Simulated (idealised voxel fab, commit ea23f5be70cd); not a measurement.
You're looking at the process module voxel capacitor over wiring.
The cross-section shown here is cut; it is 265 nm wide and divided into square cells measuring 5 nm on a side.
This document writes a cross-section as a grid whose cells are square, and gives it as bands, listed from the top down; one or more rows of cells form a band. Band: top and bottom heights (nm) first, top before bottom; then materials from left to right, widths in nm. "throughout" marks a sole material filling the band edge to edge. "empty" denotes empty space. The reference from which all heights are counted is 0, the level beneath which the as-received wafer is entirely one material; the lowest band, having no lower bound, proceeds downward and is written after the example "0 -> down". When a width is written as two numbers, as in "30..40", the first number is the width in the top row of cells of the band and the second is the width in its bottom row, and the width changes by the same amount from each row to the next. Where a step carries "same as before", the cross-section came out of it unchanged, cell for cell. Look at "Closed void register" for the closed voids: empty spaces with no open path to the top, sized 8 cells or up. Each is width x height at distance, distance from the left edge, all nm. Read whatever lies past the settings on a step's line as the simulator's own remark about the step. The line of a step may include "overlay nm". On a step with a mask, this value is how far to the right of its planned place the mask lay. A negative value means the mask lay to the left.
PROCESS STEPS (PLANNED)
step 1: RECEIVE (material Si)
step 2: CONFORMAL_DEP (material SiO2; thk nm 10)
step 3: DIRECTIONAL_DEP (material TiN; thk nm 5)
step 4: DIRECTIONAL_DEP (material Ru; thk nm 15)
step 5: MASKED_ETCH (tone cover; mask id METAL_1; width nm 20; pitch nm 70; etch materials Ru; depth nm 15; overlay nm 0)
step 6: MASKED_ETCH (tone cover; mask id METAL_1; width nm 20; pitch nm 70; etch materials TiN; depth nm 5; overlay nm 0)
step 7: CONFORMAL_DEP (material SiCN; thk nm 5)
step 8: FILL_DEP (material lowk; thk nm 10)
step 9: CMP (height nm 30)
step 10: CONFORMAL_DEP (material SiCN; thk nm 5)
step 11: DIRECTIONAL_DEP (material lowk; thk nm 20)
step 12: PATTERN (tone open; mask id PLUG_1; material resist; width nm 15; thk nm 15; overlay nm 0)
step 13: DIRECTIONAL_ETCH (etch materials lowk; depth nm 20)
step 14: DIRECTIONAL_ETCH (etch materials SiCN; depth nm 5)
step 15: STRIP (etch materials resist)
step 16: CONFORMAL_DEP (material TiN; thk nm 5)
step 17: FILL_DEP (material Cu; thk nm 10)
step 18: CMP (height nm 55)
step 19: DIRECTIONAL_DEP (material TiN; thk nm 5)
step 20: DIRECTIONAL_DEP (material HfO2; thk nm 5)
step 21: DIRECTIONAL_DEP (material TiN; thk nm 5)
step 22: PATTERN (tone cover; mask id UPPER_PLATE; material resist; width nm 55; thk nm 20; overlay nm 0)
step 23: DIRECTIONAL_ETCH (etch materials TiN; depth nm 5)
step 24: DIRECTIONAL_ETCH (etch materials HfO2; depth nm 5)
step 25: STRIP (etch materials resist)
step 26: MASKED_ETCH (tone cover; mask id LOWER_PLATE; width nm 65; etch materials TiN; depth nm 5; overlay nm 0)
step 27: FILL_DEP (material SiO2; thk nm 15)
step 28: CMP (height nm 80)
step 29: PATTERN (tone open; mask id PLUG_2; material resist; width nm 15; thk nm 20; overlay nm 0)
step 30: DIRECTIONAL_ETCH (etch materials SiO2; depth nm 10)
step 31: STRIP (etch materials resist)
step 32: CONFORMAL_DEP (material TiN; thk nm 5)
step 33: FILL_DEP (material Cu; thk nm 10)
step 34: CMP (height nm 80)
step 35: CONFORMAL_DEP (material SiN; thk nm 5)
ON THE FIRST OF THE TWO WAFERS: RUN CONDUCTED ACCORDING TO PLAN
THIS IS THE CROSS-SECTION OF THE WAFER AS WE RECEIVED IT, I.E. AFTER STEP 1
- 0 -> down = Si throughout
- Closed void register: none
THE WAFER, SEEN IN CROSS-SECTION, AFTER STEP 2
- 10 -> 0 = SiO2 throughout
- Nothing below the height 0 has changed.
THE WAFER, SEEN IN CROSS-SECTION, AFTER STEP 3
- 15 -> 10 = TiN throughout
- Nothing below the height 10 has changed.
THE WAFER, SEEN IN CROSS-SECTION, AFTER STEP 4
- 30 -> 15 = Ru throughout
- Nothing below the height 15 has changed.
THE WAFER, SEEN IN CROSS-SECTION, AFTER STEP 5
- 30 -> 15 = empty (85) | Ru (20) | empty (50) | Ru (20) | empty (90)
- Nothing below the height 15 has changed.
THE WAFER, SEEN IN CROSS-SECTION, AFTER STEP 6
- 30 -> 15 = empty (85) | Ru (20) | empty (50) | Ru (20) | empty (90)
- 15 -> 10 = empty (85) | TiN (20) | empty (50) | TiN (20) | empty (90)
- Nothing below the height 10 has changed.
THE WAFER, SEEN IN CROSS-SECTION, AFTER STEP 7
- 35 -> 30 = empty (80) | SiCN (30) | empty (40) | SiCN (30) | empty (85)
- 30 -> 15 = empty (80) | SiCN (5) | Ru (20) | SiCN (5) | empty (40) | SiCN (5) | Ru (20) | SiCN (5) | empty (85)
- 15 -> 10 = SiCN (85) | TiN (20) | SiCN (50) | TiN (20) | SiCN (90)
- Nothing below the height 10 has changed.
THE WAFER, SEEN IN CROSS-SECTION, AFTER STEP 8
- 45 -> 35 = lowk throughout
- 35 -> 30 = lowk (80) | SiCN (30) | lowk (40) | SiCN (30) | lowk (85)
- 30 -> 15 = lowk (80) | SiCN (5) | Ru (20) | SiCN (5) | lowk (40) | SiCN (5) | Ru (20) | SiCN (5) | lowk (85)
- Nothing below the height 15 has changed.
THE WAFER, SEEN IN CROSS-SECTION, AFTER STEP 9
- 30 -> 15 = lowk (80) | SiCN (5) | Ru (20) | SiCN (5) | lowk (40) | SiCN (5) | Ru (20) | SiCN (5) | lowk (85)
- Nothing below the height 15 has changed.
THE WAFER, SEEN IN CROSS-SECTION, AFTER STEP 10
- 35 -> 30 = SiCN throughout
- Nothing below the height 30 has changed.
THE WAFER, SEEN IN CROSS-SECTION, AFTER STEP 11
- 55 -> 35 = lowk throughout
- Nothing below the height 35 has changed.
THE WAFER, SEEN IN CROSS-SECTION, AFTER STEP 12
- 70 -> 55 = resist (90) | empty (15) | resist (160)
- Nothing below the height 55 has changed.
THE WAFER, SEEN IN CROSS-SECTION, AFTER STEP 13
- 70 -> 55 = resist (90) | empty (15) | resist (160)
- 55 -> 35 = lowk (90) | empty (15) | lowk (160)
- Nothing below the height 35 has changed.
THE WAFER, SEEN IN CROSS-SECTION, AFTER STEP 14
- 70 -> 55 = resist (90) | empty (15) | resist (160)
- 55 -> 35 = lowk (90) | empty (15) | lowk (160)
- 35 -> 30 = SiCN (90) | empty (15) | SiCN (160)
- Nothing below the height 30 has changed.
THE WAFER, SEEN IN CROSS-SECTION, AFTER STEP 15
- 55 -> 35 = lowk (90) | empty (15) | lowk (160)
- Nothing below the height 35 has changed.
THE WAFER, SEEN IN CROSS-SECTION, AFTER STEP 16
- 60 -> 55 = TiN (95) | empty (5) | TiN (165)
- 55 -> 35 = lowk (90) | TiN (5) | empty (5) | TiN (5) | lowk (160)
- 35 -> 30 = SiCN (90) | TiN (15) | SiCN (160)
- Nothing below the height 30 has changed.
THE WAFER, SEEN IN CROSS-SECTION, AFTER STEP 17
- 70 -> 60 = Cu throughout
- 60 -> 55 = TiN (95) | Cu (5) | TiN (165)
- 55 -> 35 = lowk (90) | TiN (5) | Cu (5) | TiN (5) | lowk (160)
- Nothing below the height 35 has changed.
THE WAFER, SEEN IN CROSS-SECTION, AFTER STEP 18
- 55 -> 35 = lowk (90) | TiN (5) | Cu (5) | TiN (5) | lowk (160)
- Nothing below the height 35 has changed.
THE WAFER, SEEN IN CROSS-SECTION, AFTER STEP 19
- 60 -> 55 = TiN throughout
- Nothing below the height 55 has changed.
THE WAFER, SEEN IN CROSS-SECTION, AFTER STEP 20
- 65 -> 60 = HfO2 throughout
- Nothing below the height 60 has changed.
THE WAFER, SEEN IN CROSS-SECTION, AFTER STEP 21
- 70 -> 65 = TiN throughout
- Nothing below the height 65 has changed.
THE WAFER, SEEN IN CROSS-SECTION, AFTER STEP 22
- 90 -> 70 = empty (90) | resist (55) | empty (120)
- Nothing below the height 70 has changed.
THE WAFER, SEEN IN CROSS-SECTION, AFTER STEP 23
- 90 -> 70 = empty (90) | resist (55) | empty (120)
- 70 -> 65 = empty (90) | TiN (55) | empty (120)
- Nothing below the height 65 has changed.
THE WAFER, SEEN IN CROSS-SECTION, AFTER STEP 24
- 90 -> 70 = empty (90) | resist (55) | empty (120)
- 70 -> 65 = empty (90) | TiN (55) | empty (120)
- 65 -> 60 = empty (90) | HfO2 (55) | empty (120)
- Nothing below the height 60 has changed.
THE WAFER, SEEN IN CROSS-SECTION, AFTER STEP 25
- 70 -> 65 = empty (90) | TiN (55) | empty (120)
- Nothing below the height 65 has changed.
THE WAFER, SEEN IN CROSS-SECTION, AFTER STEP 26
- 70 -> 65 = empty (90) | TiN (55) | empty (120)
- 65 -> 60 = empty (90) | HfO2 (55) | empty (120)
- 60 -> 55 = empty (85) | TiN (65) | empty (115)
- Nothing below the height 55 has changed.
THE WAFER, SEEN IN CROSS-SECTION, AFTER STEP 27
- 85 -> 70 = SiO2 throughout
- 70 -> 65 = SiO2 (90) | TiN (55) | SiO2 (120)
- 65 -> 60 = SiO2 (90) | HfO2 (55) | SiO2 (120)
- 60 -> 55 = SiO2 (85) | TiN (65) | SiO2 (115)
- Nothing below the height 55 has changed.
THE WAFER, SEEN IN CROSS-SECTION, AFTER STEP 28
- 80 -> 70 = SiO2 throughout
- Nothing below the height 70 has changed.
THE WAFER, SEEN IN CROSS-SECTION, AFTER STEP 29
- 100 -> 80 = resist (100) | empty (15) | resist (150)
- Nothing below the height 80 has changed.
THE WAFER, SEEN IN CROSS-SECTION, AFTER STEP 30
- 100 -> 80 = resist (100) | empty (15) | resist (150)
- 80 -> 70 = SiO2 (100) | empty (15) | SiO2 (150)
- Nothing below the height 70 has changed.
THE WAFER, SEEN IN CROSS-SECTION, AFTER STEP 31
- 80 -> 70 = SiO2 (100) | empty (15) | SiO2 (150)
- Nothing below the height 70 has changed.
THE WAFER, SEEN IN CROSS-SECTION, AFTER STEP 32
- 85 -> 80 = TiN (105) | empty (5) | TiN (155)
- 80 -> 75 = SiO2 (100) | TiN (5) | empty (5) | TiN (5) | SiO2 (150)
- 75 -> 65 = SiO2 (100..90) | TiN (15..55) | SiO2 (150..120)
- Nothing below the height 65 has changed.
THE WAFER, SEEN IN CROSS-SECTION, AFTER STEP 33
- 95 -> 85 = Cu throughout
- 85 -> 80 = TiN (105) | Cu (5) | TiN (155)
- 80 -> 75 = SiO2 (100) | TiN (5) | Cu (5) | TiN (5) | SiO2 (150)
- Nothing below the height 75 has changed.
THE WAFER, SEEN IN CROSS-SECTION, AFTER STEP 34
- 80 -> 75 = SiO2 (100) | TiN (5) | Cu (5) | TiN (5) | SiO2 (150)
- Nothing below the height 75 has changed.
THE WAFER, SEEN IN CROSS-SECTION, AFTER STEP 35
- 85 -> 80 = SiN throughout
- Nothing below the height 80 has changed.
WAFER TWO: LIKE WAFER ONE IN START AND PLAN, BUT WITH ONE MISTAKE IN EXECUTION; IDENTICAL UP TO AND INCLUDING STEP 8
Second wafer, section view, time point: scheduled end of step 9: same as before
SECOND WAFER, SECTION VIEW, TIME POINT: SCHEDULED END OF STEP 10
- 50 -> 45 = SiCN throughout
- Nothing below the height 45 has changed.
SECOND WAFER, SECTION VIEW, TIME POINT: SCHEDULED END OF STEP 11
- 70 -> 50 = lowk throughout
- Nothing below the height 50 has changed.
SECOND WAFER, SECTION VIEW, TIME POINT: SCHEDULED END OF STEP 12
- 85 -> 70 = resist (90) | empty (15) | resist (160)
- Nothing below the height 70 has changed.
SECOND WAFER, SECTION VIEW, TIME POINT: SCHEDULED END OF STEP 13
- 85 -> 70 = resist (90) | empty (15) | resist (160)
- 70 -> 50 = lowk (90) | empty (15) | lowk (160)
- Nothing below the height 50 has changed.
SECOND WAFER, SECTION VIEW, TIME POINT: SCHEDULED END OF STEP 14
- 85 -> 70 = resist (90) | empty (15) | resist (160)
- 70 -> 50 = lowk (90) | empty (15) | lowk (160)
- 50 -> 45 = SiCN (90) | empty (15) | SiCN (160)
- Nothing below the height 45 has changed.
SECOND WAFER, SECTION VIEW, TIME POINT: SCHEDULED END OF STEP 15
- 70 -> 50 = lowk (90) | empty (15) | lowk (160)
- Nothing below the height 50 has changed.
SECOND WAFER, SECTION VIEW, TIME POINT: SCHEDULED END OF STEP 16
- 75 -> 70 = TiN (95) | empty (5) | TiN (165)
- 70 -> 50 = lowk (90) | TiN (5) | empty (5) | TiN (5) | lowk (160)
- 50 -> 45 = SiCN (90) | TiN (15) | SiCN (160)
- Nothing below the height 45 has changed.
SECOND WAFER, SECTION VIEW, TIME POINT: SCHEDULED END OF STEP 17
- 85 -> 75 = Cu throughout
- 75 -> 70 = TiN (95) | Cu (5) | TiN (165)
- 70 -> 50 = lowk (90) | TiN (5) | Cu (5) | TiN (5) | lowk (160)
- Nothing below the height 50 has changed.
SECOND WAFER, SECTION VIEW, TIME POINT: SCHEDULED END OF STEP 18
- 55 -> 50 = lowk (90) | TiN (5) | Cu (5) | TiN (5) | lowk (160)
- Nothing below the height 50 has changed.
SECOND WAFER, SECTION VIEW, TIME POINT: SCHEDULED END OF STEP 19
- 60 -> 55 = TiN throughout
- Nothing below the height 55 has changed.
SECOND WAFER, SECTION VIEW, TIME POINT: SCHEDULED END OF STEP 20
- 65 -> 60 = HfO2 throughout
- Nothing below the height 60 has changed.
SECOND WAFER, SECTION VIEW, TIME POINT: SCHEDULED END OF STEP 21
- 70 -> 65 = TiN throughout
- Nothing below the height 65 has changed.
SECOND WAFER, SECTION VIEW, TIME POINT: SCHEDULED END OF STEP 22
- 90 -> 70 = empty (90) | resist (55) | empty (120)
- Nothing below the height 70 has changed.
SECOND WAFER, SECTION VIEW, TIME POINT: SCHEDULED END OF STEP 23
- 90 -> 70 = empty (90) | resist (55) | empty (120)
- 70 -> 65 = empty (90) | TiN (55) | empty (120)
- Nothing below the height 65 has changed.
SECOND WAFER, SECTION VIEW, TIME POINT: SCHEDULED END OF STEP 24
- 90 -> 70 = empty (90) | resist (55) | empty (120)
- 70 -> 65 = empty (90) | TiN (55) | empty (120)
- 65 -> 60 = empty (90) | HfO2 (55) | empty (120)
- Nothing below the height 60 has changed.
SECOND WAFER, SECTION VIEW, TIME POINT: SCHEDULED END OF STEP 25
- 70 -> 65 = empty (90) | TiN (55) | empty (120)
- Nothing below the height 65 has changed.
SECOND WAFER, SECTION VIEW, TIME POINT: SCHEDULED END OF STEP 26
- 70 -> 65 = empty (90) | TiN (55) | empty (120)
- 65 -> 60 = empty (90) | HfO2 (55) | empty (120)
- 60 -> 55 = empty (85) | TiN (65) | empty (115)
- Nothing below the height 55 has changed.
SECOND WAFER, SECTION VIEW, TIME POINT: SCHEDULED END OF STEP 27
- 85 -> 70 = SiO2 throughout
- 70 -> 65 = SiO2 (90) | TiN (55) | SiO2 (120)
- 65 -> 60 = SiO2 (90) | HfO2 (55) | SiO2 (120)
- 60 -> 55 = SiO2 (85) | TiN (65) | SiO2 (115)
- Nothing below the height 55 has changed.
SECOND WAFER, SECTION VIEW, TIME POINT: SCHEDULED END OF STEP 28
- 80 -> 70 = SiO2 throughout
- Nothing below the height 70 has changed.
SECOND WAFER, SECTION VIEW, TIME POINT: SCHEDULED END OF STEP 29
- 100 -> 80 = resist (100) | empty (15) | resist (150)
- Nothing below the height 80 has changed.
SECOND WAFER, SECTION VIEW, TIME POINT: SCHEDULED END OF STEP 30
- 100 -> 80 = resist (100) | empty (15) | resist (150)
- 80 -> 70 = SiO2 (100) | empty (15) | SiO2 (150)
- Nothing below the height 70 has changed.
SECOND WAFER, SECTION VIEW, TIME POINT: SCHEDULED END OF STEP 31
- 80 -> 70 = SiO2 (100) | empty (15) | SiO2 (150)
- Nothing below the height 70 has changed.
SECOND WAFER, SECTION VIEW, TIME POINT: SCHEDULED END OF STEP 32
- 85 -> 80 = TiN (105) | empty (5) | TiN (155)
- 80 -> 75 = SiO2 (100) | TiN (5) | empty (5) | TiN (5) | SiO2 (150)
- 75 -> 65 = SiO2 (100..90) | TiN (15..55) | SiO2 (150..120)
- Nothing below the height 65 has changed.
SECOND WAFER, SECTION VIEW, TIME POINT: SCHEDULED END OF STEP 33
- 95 -> 85 = Cu throughout
- 85 -> 80 = TiN (105) | Cu (5) | TiN (155)
- 80 -> 75 = SiO2 (100) | TiN (5) | Cu (5) | TiN (5) | SiO2 (150)
- Nothing below the height 75 has changed.
SECOND WAFER, SECTION VIEW, TIME POINT: SCHEDULED END OF STEP 34
- 80 -> 75 = SiO2 (100) | TiN (5) | Cu (5) | TiN (5) | SiO2 (150)
- Nothing below the height 75 has changed.
SECOND WAFER, SECTION VIEW, TIME POINT: SCHEDULED END OF STEP 35
- 85 -> 80 = SiN throughout
- Nothing below the height 80 has changed.
The plan and the run diverged here: heads up, step 9 of the plan was skipped and never actually ran
Per the end-of-run cell counts, the second wafer holds more or fewer of some materials than the first: Cu: 3 fewer; SiCN: 12 more; TiN: 6 fewer; lowk: 3 fewer
